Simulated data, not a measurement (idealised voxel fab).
The document below concerns the process module designated voxel ribs on slabs.
cross-section cut | 300 nm wide | cells 5 nm
Format of a cross-section: grid, square cells. Given as bands. Order: top down. Band: one or more rows of cells. It is stipulated that each band's entry specify, in nanometres, the height of the top of the band and then that of its bottom, followed by the materials of the band in left-to-right sequence, each together with its width in nanometres. A single material marked by the word "everywhere" is understood to fill the band from edge to edge; the word "empty" is understood to denote empty space. The reference from which all heights are counted is 0, the level beneath which the as-received wafer is entirely one material; the lowest band, having no lower bound, proceeds downward and is written after the example "top 0, no bottom". Graded width ("30->40"): value in top row of band = first number; value in bottom row = second number; row-to-row change constant. Step marked "changes: none"? Then no cell in the cross-section changed in it. The entry "Enclosed void list" lists the empty spaces that cover at least 8 cells and have no open path to the top. Each is written as width x height at distance, where the distance is measured from the left edge and all three values are in nm. Note: text after step settings on the step line = simulator remark on that step. "overlay nm" denotes, for a step that has a mask, the displacement of the mask to the right of its planned place, with negative values corresponding to the left.

LISTED BELOW ARE THE PROCESS STEPS AS PLANNED
1 RECEIVE,material Si
2 DIRECTIONAL_DEP,material SiO2,thk nm 30
3 DIRECTIONAL_DEP,material polySi,thk nm 20
4 MASKED_ETCH,tone cover,mask id RIB,width nm 20,etch materials polySi,depth nm 5,overlay nm 0
5 DIRECTIONAL_DEP,material aC,thk nm 10
6 PATTERN,tone cover,mask id SLAB,material resist,width nm 50,thk nm 30,overlay nm 0
7 DIRECTIONAL_ETCH,etch materials aC,depth nm 10
8 STRIP,etch materials resist
9 DIRECTIONAL_ETCH,etch materials polySi,depth nm 15
10 STRIP,etch materials aC
11 FILL_DEP,material SiO2,thk nm 25
12 CMP,height nm 70
13 DIRECTIONAL_DEP,material TiN,thk nm 10
14 PATTERN,tone cover,mask id HEATER,material resist,width nm 30,thk nm 15,overlay nm 0
15 DIRECTIONAL_ETCH,etch materials TiN,depth nm 10
16 STRIP,etch materials resist
17 CONFORMAL_DEP,material SiO2,thk nm 5

FIRST OF TWO WAFERS - AS PLANNED

AS-RECEIVED WAFER CROSS-SECTION (AFTER STEP 1)
- top 0, no bottom  Si everywhere
- Enclosed void list: none

UPON COMPLETION OF STEP 2, THE WAFER APPEARS IN CROSS-SECTION AS SHOWN
- top 30, bottom 0  SiO2 everywhere
- Under the height 0 nothing was changed.

UPON COMPLETION OF STEP 3, THE WAFER APPEARS IN CROSS-SECTION AS SHOWN
- top 50, bottom 30  polySi everywhere
- Under the height 30 nothing was changed.

UPON COMPLETION OF STEP 4, THE WAFER APPEARS IN CROSS-SECTION AS SHOWN
- top 50, bottom 45  empty: 140 / polySi: 20 / empty: 140
- Under the height 45 nothing was changed.

UPON COMPLETION OF STEP 5, THE WAFER APPEARS IN CROSS-SECTION AS SHOWN
- top 60, bottom 55  empty: 140 / aC: 20 / empty: 140
- top 55, bottom 50  aC everywhere
- top 50, bottom 45  aC: 140 / polySi: 20 / aC: 140
- Under the height 45 nothing was changed.

UPON COMPLETION OF STEP 6, THE WAFER APPEARS IN CROSS-SECTION AS SHOWN
- top 90, bottom 60  empty: 125 / resist: 50 / empty: 125
- top 60, bottom 55  empty: 125 / resist: 15 / aC: 20 / resist: 15 / empty: 125
- Under the height 55 nothing was changed.

UPON COMPLETION OF STEP 7, THE WAFER APPEARS IN CROSS-SECTION AS SHOWN
- top 80, bottom 60  empty: 125 / resist: 50 / empty: 125
- top 60, bottom 55  empty: 125 / resist: 15 / aC: 20 / resist: 15 / empty: 125
- top 55, bottom 50  empty: 125 / aC: 50 / empty: 125
- top 50, bottom 45  empty: 125 / aC: 15 / polySi: 20 / aC: 15 / empty: 125
- Under the height 45 nothing was changed.

UPON COMPLETION OF STEP 8, THE WAFER APPEARS IN CROSS-SECTION AS SHOWN
- top 60, bottom 50  empty: 140->125 / aC: 20->50 / empty: 140->125
- Under the height 50 nothing was changed.

UPON COMPLETION OF STEP 9, THE WAFER APPEARS IN CROSS-SECTION AS SHOWN
- top 60, bottom 50  empty: 140->125 / aC: 20->50 / empty: 140->125
- top 50, bottom 45  empty: 125 / aC: 15 / polySi: 20 / aC: 15 / empty: 125
- top 45, bottom 30  empty: 125 / polySi: 50 / empty: 125
- Under the height 30 nothing was changed.

UPON COMPLETION OF STEP 10, THE WAFER APPEARS IN CROSS-SECTION AS SHOWN
- top 50, bottom 45  empty: 140 / polySi: 20 / empty: 140
- Under the height 45 nothing was changed.

UPON COMPLETION OF STEP 11, THE WAFER APPEARS IN CROSS-SECTION AS SHOWN
- top 75, bottom 50  SiO2 everywhere
- top 50, bottom 45  SiO2: 140 / polySi: 20 / SiO2: 140
- top 45, bottom 30  SiO2: 125 / polySi: 50 / SiO2: 125
- Under the height 30 nothing was changed.

UPON COMPLETION OF STEP 12, THE WAFER APPEARS IN CROSS-SECTION AS SHOWN
- top 70, bottom 50  SiO2 everywhere
- Under the height 50 nothing was changed.

UPON COMPLETION OF STEP 13, THE WAFER APPEARS IN CROSS-SECTION AS SHOWN
- top 80, bottom 70  TiN everywhere
- Under the height 70 nothing was changed.

UPON COMPLETION OF STEP 14, THE WAFER APPEARS IN CROSS-SECTION AS SHOWN
- top 95, bottom 80  empty: 135 / resist: 30 / empty: 135
- Under the height 80 nothing was changed.

UPON COMPLETION OF STEP 15, THE WAFER APPEARS IN CROSS-SECTION AS SHOWN
- top 95, bottom 80  empty: 135 / resist: 30 / empty: 135
- top 80, bottom 70  empty: 135 / TiN: 30 / empty: 135
- Under the height 70 nothing was changed.

UPON COMPLETION OF STEP 16, THE WAFER APPEARS IN CROSS-SECTION AS SHOWN
- top 80, bottom 70  empty: 135 / TiN: 30 / empty: 135
- Under the height 70 nothing was changed.

UPON COMPLETION OF STEP 17, THE WAFER APPEARS IN CROSS-SECTION AS SHOWN
- top 85, bottom 80  empty: 130 / SiO2: 40 / empty: 130
- top 80, bottom 75  empty: 130 / SiO2: 5 / TiN: 30 / SiO2: 5 / empty: 130
- top 75, bottom 70  SiO2: 135 / TiN: 30 / SiO2: 135
- Under the height 70 nothing was changed.

SECOND WAFER - SHARED START AND PLAN WITH THE FIRST - ONE ERROR IN RUNNING - SAME AS THE FIRST UP TO STEP 1 INCLUSIVE

AT THE PLANNED END OF STEP 2, THE SECOND WAFER IN CROSS-SECTION
- top 25, bottom 0  SiO2 everywhere
- Under the height 0 nothing was changed.

AT THE PLANNED END OF STEP 3, THE SECOND WAFER IN CROSS-SECTION
- top 45, bottom 25  polySi everywhere
- Under the height 25 nothing was changed.

AT THE PLANNED END OF STEP 4, THE SECOND WAFER IN CROSS-SECTION
- top 45, bottom 40  empty: 140 / polySi: 20 / empty: 140
- Under the height 40 nothing was changed.

AT THE PLANNED END OF STEP 5, THE SECOND WAFER IN CROSS-SECTION
- top 55, bottom 50  empty: 140 / aC: 20 / empty: 140
- top 50, bottom 45  aC everywhere
- top 45, bottom 40  aC: 140 / polySi: 20 / aC: 140
- Under the height 40 nothing was changed.

AT THE PLANNED END OF STEP 6, THE SECOND WAFER IN CROSS-SECTION
- top 85, bottom 55  empty: 125 / resist: 50 / empty: 125
- top 55, bottom 50  empty: 125 / resist: 15 / aC: 20 / resist: 15 / empty: 125
- Under the height 50 nothing was changed.

AT THE PLANNED END OF STEP 7, THE SECOND WAFER IN CROSS-SECTION
- top 75, bottom 55  empty: 125 / resist: 50 / empty: 125
- top 55, bottom 50  empty: 125 / resist: 15 / aC: 20 / resist: 15 / empty: 125
- top 50, bottom 45  empty: 125 / aC: 50 / empty: 125
- top 45, bottom 40  empty: 125 / aC: 15 / polySi: 20 / aC: 15 / empty: 125
- Under the height 40 nothing was changed.

AT THE PLANNED END OF STEP 8, THE SECOND WAFER IN CROSS-SECTION
- top 55, bottom 45  empty: 140->125 / aC: 20->50 / empty: 140->125
- Under the height 45 nothing was changed.

AT THE PLANNED END OF STEP 9, THE SECOND WAFER IN CROSS-SECTION
- top 55, bottom 45  empty: 140->125 / aC: 20->50 / empty: 140->125
- top 45, bottom 40  empty: 125 / aC: 15 / polySi: 20 / aC: 15 / empty: 125
- top 40, bottom 25  empty: 125 / polySi: 50 / empty: 125
- Under the height 25 nothing was changed.

AT THE PLANNED END OF STEP 10, THE SECOND WAFER IN CROSS-SECTION
- top 45, bottom 40  empty: 140 / polySi: 20 / empty: 140
- Under the height 40 nothing was changed.

AT THE PLANNED END OF STEP 11, THE SECOND WAFER IN CROSS-SECTION
- top 70, bottom 45  SiO2 everywhere
- top 45, bottom 40  SiO2: 140 / polySi: 20 / SiO2: 140
- top 40, bottom 25  SiO2: 125 / polySi: 50 / SiO2: 125
- Under the height 25 nothing was changed.

At the planned end of step 12, the second wafer in cross-section: changes: none

AT THE PLANNED END OF STEP 13, THE SECOND WAFER IN CROSS-SECTION
- top 80, bottom 70  TiN everywhere
- Under the height 70 nothing was changed.

AT THE PLANNED END OF STEP 14, THE SECOND WAFER IN CROSS-SECTION
- top 95, bottom 80  empty: 135 / resist: 30 / empty: 135
- Under the height 80 nothing was changed.

AT THE PLANNED END OF STEP 15, THE SECOND WAFER IN CROSS-SECTION
- top 95, bottom 80  empty: 135 / resist: 30 / empty: 135
- top 80, bottom 70  empty: 135 / TiN: 30 / empty: 135
- Under the height 70 nothing was changed.

AT THE PLANNED END OF STEP 16, THE SECOND WAFER IN CROSS-SECTION
- top 80, bottom 70  empty: 135 / TiN: 30 / empty: 135
- Under the height 70 nothing was changed.

AT THE PLANNED END OF STEP 17, THE SECOND WAFER IN CROSS-SECTION
- top 85, bottom 80  empty: 130 / SiO2: 40 / empty: 130
- top 80, bottom 75  empty: 130 / SiO2: 5 / TiN: 30 / SiO2: 5 / empty: 130
- top 75, bottom 70  SiO2: 135 / TiN: 30 / SiO2: 135
- Under the height 70 nothing was changed.
Plan not followed: heads up, step 2 didn't go per plan, it actually ran as DIRECTIONAL_DEP,material SiO2,thk nm 25
Final wafers compared: equal cell tally per material, rearranged layout.
